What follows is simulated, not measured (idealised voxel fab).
Process module under the name voxel tone inversion
Square cells of 5 nm make up the cross-section cut, whose width is 170 nm.
Cross-section, as written here: a square-cell grid given band by band from the top down, where a band holds one or more rows of cells.
Basically the band line says how high the top is and how high the bottom is, in nm, and then what's in it from left to right, every material with its width in nm. Empty space shows up as "blank", and if a single material carries "everywhere" it runs the full band edge to edge.
For the purposes of this specification, 0 denotes the height below which the wafer in its as-received condition is composed wholly of one material, and the lowermost band, lacking a lower limit, extends downward without end, as expressed in "0..down".
You'd read "30..40" like this: the band's top row of cells is as wide as the first number, its bottom row is as wide as the second, and going down, every row changes width by the same amount as the row before did.
No cell of the cross-section changed in a step that is given as "no change occurred".
Empty spaces counting at least 8 cells and having no open way to the top are listed in "closed voids". The notation width x height at distance is used for each, the distance being from the left edge and all three values in nm.
It should be noted that, on the line of a given step, the content following the step's settings is a remark produced by the simulator itself with respect to that step.
The "overlay nm" setting may appear on a step's line; for a step that uses a mask, it gives how far to the right of its planned position the mask lay, and a negative value indicates the left.

The process steps that were planned are listed below:
1) RECEIVE | material Si
2) CONFORMAL_DEP | material SiN | thk nm 5
3) DIRECTIONAL_DEP | material aC | thk nm 25
4) PATTERN | tone cover | mask id POSTS | material resist | width nm 15 | pitch nm 40 | thk nm 35 | overlay nm 0
5) DIRECTIONAL_ETCH | etch materials aC | depth nm 25
6) STRIP | etch materials resist
7) FILL_DEP | material SiO2 | thk nm 5
8) CMP | height nm 30
9) STRIP | etch materials aC

First out of two wafers; run went to plan:

Cross-section: wafer on arrival = after step 1:
> 0..down | Si everywhere
> closed voids: none

How the wafer stands in section after step 2:
> 5..0 | SiN everywhere
> Everything under 0 stays put, no change at all.

How the wafer stands in section after step 3:
> 30..5 | aC everywhere
> Everything under 5 stays put, no change at all.

How the wafer stands in section after step 4:
> 65..30 | blank: 15; resist: 15; blank: 25; resist: 15; blank: 25; resist: 15; blank: 25; resist: 15; blank: 20
> Everything under 30 stays put, no change at all.

How the wafer stands in section after step 5:
> 40..30 | blank: 15; resist: 15; blank: 25; resist: 15; blank: 25; resist: 15; blank: 25; resist: 15; blank: 20
> 30..5 | blank: 15; aC: 15; blank: 25; aC: 15; blank: 25; aC: 15; blank: 25; aC: 15; blank: 20
> Everything under 5 stays put, no change at all.

How the wafer stands in section after step 6:
> 30..5 | blank: 15; aC: 15; blank: 25; aC: 15; blank: 25; aC: 15; blank: 25; aC: 15; blank: 20
> Everything under 5 stays put, no change at all.

How the wafer stands in section after step 7:
> 35..30 | SiO2 everywhere
> 30..5 | SiO2: 15; aC: 15; SiO2: 25; aC: 15; SiO2: 25; aC: 15; SiO2: 25; aC: 15; SiO2: 20
> Everything under 5 stays put, no change at all.

How the wafer stands in section after step 8:
> 30..5 | SiO2: 15; aC: 15; SiO2: 25; aC: 15; SiO2: 25; aC: 15; SiO2: 25; aC: 15; SiO2: 20
> Everything under 5 stays put, no change at all.

How the wafer stands in section after step 9:
> 30..5 | SiO2: 15; blank: 15; SiO2: 25; blank: 15; SiO2: 25; blank: 15; SiO2: 25; blank: 15; SiO2: 20
> Everything under 5 stays put, no change at all.

Second wafer. Start and plan as for the first. One mistake made in running. Agrees with the first up to and including step 8:

Second wafer at the planned finish of step 9, seen in cross-section:
> 30..5 | blank: 15; aC: 15; blank: 25; aC: 15; blank: 25; aC: 15; blank: 25; aC: 15; blank: 20
> Everything under 5 stays put, no change at all.
Deviation from plan: step 9 was processed under conditions differing from the plan, specifically as STRIP | etch materials SiO2
The closing comparison, in cells, has the second wafer with more or fewer of some materials than the first: SiO2: 110 fewer | aC: 60 more
